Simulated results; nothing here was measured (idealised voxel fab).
process module | voxel capacitor over wiring
cross-section cut | 215 nm wide | cells 5 nm
A cross-section is a grid of square cells, given in bands from the top down. A band is one or more rows of cells.
Each band's line starts with the height of the band's top and of its bottom, in nm. Then come its materials from left to right, each with its width in nm. One material with "throughout" fills the band from edge to edge. "air" is empty space.
Height 0 is the level under which the wafer as received is all one material. The lowest band goes on downwards, as in "0 down".
A width such as "30 to 40" changes by the same amount from each row of cells to the next, from the band's top row to its bottom row.
"no change" after a step means that no cell of the cross-section changed.
closed voids: empty space of 8 cells or more with no open way to the top, each as width x height at its distance from the left edge, in nm
after a step's settings: what the simulator itself notes on the step
overlay nm, on a step with a mask: how far to the right of its planned place the mask lay; to the left if negative
plan
1 op RECEIVE | material Si
2 op CONFORMAL_DEP | material SiO2 | thk nm 15
3 op CONFORMAL_DEP | material SiN | thk nm 5
4 op DIRECTIONAL_DEP | material lowk | thk nm 25
5 op DIRECTIONAL_DEP | material aC | thk nm 10
6 op PATTERN | tone open | mask id METAL_1 | material resist | width nm 25 | pitch nm 75 | thk nm 30 | overlay nm 0
7 op DIRECTIONAL_ETCH | etch materials aC | depth nm 10
8 op STRIP | etch materials resist
9 op DIRECTIONAL_ETCH | etch materials lowk | depth nm 25
10 op DIRECTIONAL_ETCH | etch materials SiN | depth nm 5
11 op STRIP | etch materials aC
12 op CONFORMAL_DEP | material TiN | thk nm 5
13 op FILL_DEP | material W | thk nm 10
14 op CMP | height nm 45
15 op EPI | material Ru | thk nm 5
16 op FILL_DEP | material SiCN | thk nm 5
17 op DIRECTIONAL_DEP | material SiO2 | thk nm 20
18 op PATTERN | tone open | mask id PLUG_1 | material resist | width nm 15 | thk nm 20 | overlay nm 0
19 op DIRECTIONAL_ETCH | etch materials SiO2 | depth nm 20
20 op DIRECTIONAL_ETCH | etch materials SiCN | depth nm 5
21 op STRIP | etch materials resist
22 op CONFORMAL_DEP | material TiN | thk nm 5
23 op FILL_DEP | material Cu | thk nm 5
24 op CMP | height nm 75
25 op DIRECTIONAL_DEP | material TiN | thk nm 10
26 op DIRECTIONAL_DEP | material HfO2 | thk nm 5
27 op DIRECTIONAL_DEP | material TiN | thk nm 10
28 op MASKED_ETCH | tone cover | mask id UPPER_PLATE | width nm 55 | etch materials TiN | depth nm 10 | overlay nm 0
29 op MASKED_ETCH | tone cover | mask id UPPER_PLATE | width nm 55 | etch materials HfO2 | depth nm 5 | overlay nm 0
30 op PATTERN | tone cover | mask id LOWER_PLATE | material resist | width nm 65 | thk nm 20 | overlay nm 0
31 op DIRECTIONAL_ETCH | etch materials TiN | depth nm 10
32 op STRIP | etch materials resist
33 op FILL_DEP | material SiO2 | thk nm 15
34 op CMP | height nm 110
35 op MASKED_ETCH | tone open | mask id PLUG_2 | width nm 15 | etch materials SiO2 | depth nm 10 | overlay nm 0
36 op CONFORMAL_DEP | material TiN | thk nm 5
37 op FILL_DEP | material Ru | thk nm 10
38 op CMP | height nm 110
39 op CONFORMAL_DEP | material SiN | thk nm 5
first wafer, as planned
as received, after step 1
  0 down: Si throughout
  closed voids: none
after step 2
  15 to 0: SiO2 throughout
  below 0: unchanged
after step 3
  20 to 15: SiN throughout
  below 15: unchanged
after step 4
  45 to 20: lowk throughout
  below 20: unchanged
after step 5
  55 to 45: aC throughout
  below 45: unchanged
after step 6
  85 to 55: resist 55 | air 25 | resist 50 | air 25 | resist 60
  below 55: unchanged
after step 7
  75 to 55: resist 55 | air 25 | resist 50 | air 25 | resist 60
  55 to 45: aC 55 | air 25 | aC 50 | air 25 | aC 60
  below 45: unchanged
after step 8
  55 to 45: aC 55 | air 25 | aC 50 | air 25 | aC 60
  below 45: unchanged
after step 9
  55 to 45: aC 55 | air 25 | aC 50 | air 25 | aC 60
  45 to 20: lowk 55 | air 25 | lowk 50 | air 25 | lowk 60
  below 20: unchanged
after step 10
  55 to 45: aC 55 | air 25 | aC 50 | air 25 | aC 60
  45 to 20: lowk 55 | air 25 | lowk 50 | air 25 | lowk 60
  20 to 15: SiN 55 | air 25 | SiN 50 | air 25 | SiN 60
  below 15: unchanged
after step 11
  45 to 20: lowk 55 | air 25 | lowk 50 | air 25 | lowk 60
  below 20: unchanged
after step 12
  50 to 45: TiN 60 | air 15 | TiN 60 | air 15 | TiN 65
  45 to 20: lowk 55 | TiN 5 | air 15 | TiN 5 | lowk 50 | TiN 5 | air 15 | TiN 5 | lowk 60
  20 to 15: SiN 55 | TiN 25 | SiN 50 | TiN 25 | SiN 60
  below 15: unchanged
after step 13
  60 to 50: W throughout
  50 to 45: TiN 60 | W 15 | TiN 60 | W 15 | TiN 65
  45 to 20: lowk 55 | TiN 5 | W 15 | TiN 5 | lowk 50 | TiN 5 | W 15 | TiN 5 | lowk 60
  below 20: unchanged
after step 14
  45 to 20: lowk 55 | TiN 5 | W 15 | TiN 5 | lowk 50 | TiN 5 | W 15 | TiN 5 | lowk 60
  below 20: unchanged
after step 15
  50 to 45: air 50 | Ru 35 | air 40 | Ru 35 | air 55
  below 45: unchanged
after step 16
  55 to 50: SiCN throughout
  50 to 45: SiCN 50 | Ru 35 | SiCN 40 | Ru 35 | SiCN 55
  below 45: unchanged
after step 17
  75 to 55: SiO2 throughout
  below 55: unchanged
after step 18
  95 to 75: resist 65 | air 15 | resist 135
  below 75: unchanged
after step 19
  95 to 75: resist 65 | air 15 | resist 135
  75 to 55: SiO2 65 | air 15 | SiO2 135
  below 55: unchanged
after step 20
  95 to 75: resist 65 | air 15 | resist 135
  75 to 55: SiO2 65 | air 15 | SiO2 135
  55 to 50: SiCN 65 | air 15 | SiCN 135
  below 50: unchanged
after step 21
  75 to 55: SiO2 65 | air 15 | SiO2 135
  below 55: unchanged
after step 22
  80 to 75: TiN 70 | air 5 | TiN 140
  75 to 55: SiO2 65 | TiN 5 | air 5 | TiN 5 | SiO2 135
  55 to 50: SiCN 65 | TiN 15 | SiCN 135
  below 50: unchanged
after step 23
  85 to 80: Cu throughout
  80 to 75: TiN 70 | Cu 5 | TiN 140
  75 to 55: SiO2 65 | TiN 5 | Cu 5 | TiN 5 | SiO2 135
  below 55: unchanged
after step 24
  75 to 55: SiO2 65 | TiN 5 | Cu 5 | TiN 5 | SiO2 135
  below 55: unchanged
after step 25
  85 to 75: TiN throughout
  below 75: unchanged
after step 26
  90 to 85: HfO2 throughout
  below 85: unchanged
after step 27
  100 to 90: TiN throughout
  below 90: unchanged
after step 28
  100 to 90: air 65 | TiN 55 | air 95
  below 90: unchanged
after step 29
  100 to 90: air 65 | TiN 55 | air 95
  90 to 85: air 65 | HfO2 55 | air 95
  below 85: unchanged
after step 30
  120 to 100: air 60 | resist 65 | air 90
  100 to 90: air 60 | resist 5 | TiN 55 | resist 5 | air 90
  90 to 85: air 60 | resist 5 | HfO2 55 | resist 5 | air 90
  below 85: unchanged
after step 31
  120 to 100: air 60 | resist 65 | air 90
  100 to 90: air 60 | resist 5 | TiN 55 | resist 5 | air 90
  90 to 85: air 60 | resist 5 | HfO2 55 | resist 5 | air 90
  85 to 75: air 60 | TiN 65 | air 90
  below 75: unchanged
after step 32
  100 to 90: air 65 | TiN 55 | air 95
  90 to 85: air 65 | HfO2 55 | air 95
  below 85: unchanged
after step 33
  115 to 100: SiO2 throughout
  100 to 90: SiO2 65 | TiN 55 | SiO2 95
  90 to 85: SiO2 65 | HfO2 55 | SiO2 95
  85 to 75: SiO2 60 | TiN 65 | SiO2 90
  below 75: unchanged
after step 34
  110 to 100: SiO2 throughout
  below 100: unchanged
after step 35
  110 to 100: SiO2 75 | air 15 | SiO2 125
  below 100: unchanged
after step 36
  115 to 110: TiN 80 | air 5 | TiN 130
  110 to 105: SiO2 75 | TiN 5 | air 5 | TiN 5 | SiO2 125
  105 to 100: SiO2 75 | TiN 15 | SiO2 125
  below 100: unchanged
after step 37
  125 to 115: Ru throughout
  115 to 110: TiN 80 | Ru 5 | TiN 130
  110 to 105: SiO2 75 | TiN 5 | Ru 5 | TiN 5 | SiO2 125
  below 105: unchanged
after step 38
  110 to 105: SiO2 75 | TiN 5 | Ru 5 | TiN 5 | SiO2 125
  below 105: unchanged
after step 39
  115 to 110: SiN throughout
  below 110: unchanged
second wafer: like start, like plan, one mistake. Through step 25 it matches the first wafer
when step 26 should have ended
  95 to 75: TiN throughout
  below 75: unchanged
when step 27 should have ended
  100 to 95: HfO2 throughout
  below 95: unchanged
when step 28 should have ended: no change
when step 29 should have ended
  100 to 95: air 65 | HfO2 55 | air 95
  below 95: unchanged
when step 30 should have ended
  120 to 100: air 60 | resist 65 | air 90
  100 to 95: air 60 | resist 5 | HfO2 55 | resist 5 | air 90
  below 95: unchanged
when step 31 should have ended
  120 to 100: air 60 | resist 65 | air 90
  100 to 95: air 60 | resist 5 | HfO2 55 | resist 5 | air 90
  95 to 85: air 60 | TiN 65 | air 90
  below 85: unchanged
when step 32 should have ended
  100 to 95: air 65 | HfO2 55 | air 95
  below 95: unchanged
when step 33 should have ended
  115 to 100: SiO2 throughout
  100 to 95: SiO2 65 | HfO2 55 | SiO2 95
  95 to 85: SiO2 60 | TiN 65 | SiO2 90
  below 85: unchanged
when step 34 should have ended
  110 to 100: SiO2 throughout
  below 100: unchanged
when step 35 should have ended
  110 to 100: SiO2 75 | air 15 | SiO2 125
  below 100: unchanged
when step 36 should have ended
  115 to 110: TiN 80 | air 5 | TiN 130
  110 to 105: SiO2 75 | TiN 5 | air 5 | TiN 5 | SiO2 125
  105 to 100: SiO2 75 | TiN 15 | SiO2 125
  below 100: unchanged
when step 37 should have ended
  125 to 115: Ru throughout
  115 to 110: TiN 80 | Ru 5 | TiN 130
  110 to 105: SiO2 75 | TiN 5 | Ru 5 | TiN 5 | SiO2 125
  below 105: unchanged
when step 38 should have ended
  110 to 105: SiO2 75 | TiN 5 | Ru 5 | TiN 5 | SiO2 125
  below 105: unchanged
when step 39 should have ended
  115 to 110: SiN throughout
  below 110: unchanged
what went wrong: steps 26 and 27 were swapped
at the end the second wafer has, in cells: 64 fewer of SiO2 | 64 more of TiN
